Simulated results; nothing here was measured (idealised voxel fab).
process module | voxel plated lines
cross-section cut | 295 nm wide | cells 5 nm
A cross-section is a grid of square cells, given in bands from the top down. A band is one or more rows of cells.
Each band's line starts with the height of the band's top and of its bottom, in nm. Then come its materials from left to right, each with its width in nm. One material with "throughout" fills the band from edge to edge. "air" is empty space.
Height 0 is the level under which the wafer as received is all one material. The lowest band goes on downwards, as in "0 down".
A width such as "30 to 40" changes by the same amount from each row of cells to the next, from the band's top row to its bottom row.
"no change" after a step means that no cell of the cross-section changed.
closed voids: empty space of 8 cells or more with no open way to the top, each as width x height at its distance from the left edge, in nm
after a step's settings: what the simulator itself notes on the step
overlay nm, on a step with a mask: how far to the right of its planned place the mask lay; to the left if negative
plan
1 op RECEIVE | material Si
2 op CONFORMAL_DEP | material Al2O3 | thk nm 15
3 op DIRECTIONAL_DEP | material TiN | thk nm 5
4 op PATTERN | tone open | mask id LINES | material resist | width nm 30 | pitch nm 55 | thk nm 20 | overlay nm 0
5 op EPI | material Ru | thk nm 5
6 op STRIP | etch materials resist
7 op DIRECTIONAL_ETCH | etch materials TiN | depth nm 5
8 op CONFORMAL_DEP | material SiN | thk nm 10
first wafer, as planned
as received, after step 1
  0 down: Si throughout
  closed voids: none
after step 2
  15 to 0: Al2O3 throughout
  below 0: unchanged
after step 3
  20 to 15: TiN throughout
  below 15: unchanged
after step 4
  40 to 20: resist 105 | air 30 | resist 25 | air 30 | resist 105
  below 20: unchanged
after step 5
  40 to 25: resist 105 | air 30 | resist 25 | air 30 | resist 105
  25 to 20: resist 105 | Ru 30 | resist 25 | Ru 30 | resist 105
  below 20: unchanged
after step 6
  25 to 20: air 105 | Ru 30 | air 25 | Ru 30 | air 105
  below 20: unchanged
after step 7
  25 to 20: air 105 | Ru 30 | air 25 | Ru 30 | air 105
  20 to 15: air 105 | TiN 30 | air 25 | TiN 30 | air 105
  below 15: unchanged
after step 8
  35 to 25: air 95 | SiN 50 | air 5 | SiN 50 | air 95
  25 to 20: SiN 105 | Ru 30 | SiN 25 | Ru 30 | SiN 105
  20 to 15: SiN 105 | TiN 30 | SiN 25 | TiN 30 | SiN 105
  below 15: unchanged
second wafer: like start, like plan, one mistake. Through step 3 it matches the first wafer
when step 4 should have ended
  40 to 20: resist 110 | air 20 | resist 35 | air 20 | resist 110
  below 20: unchanged
when step 5 should have ended
  40 to 25: resist 110 | air 20 | resist 35 | air 20 | resist 110
  25 to 20: resist 110 | Ru 20 | resist 35 | Ru 20 | resist 110
  below 20: unchanged
when step 6 should have ended
  25 to 20: air 110 | Ru 20 | air 35 | Ru 20 | air 110
  below 20: unchanged
when step 7 should have ended
  25 to 20: air 110 | Ru 20 | air 35 | Ru 20 | air 110
  20 to 15: air 110 | TiN 20 | air 35 | TiN 20 | air 110
  below 15: unchanged
when step 8 should have ended
  35 to 25: air 100 | SiN 40 | air 15 | SiN 40 | air 100
  25 to 20: SiN 110 | Ru 20 | SiN 35 | Ru 20 | SiN 110
  20 to 15: SiN 110 | TiN 20 | SiN 35 | TiN 20 | SiN 110
  below 15: unchanged
what went wrong: step 4 ran as: op PATTERN | tone open | mask id LINES | material resist | width nm 20 | pitch nm 55 | thk nm 20 | overlay nm 0
at the end the second wafer has, in cells: 4 fewer of Ru | 4 fewer of TiN
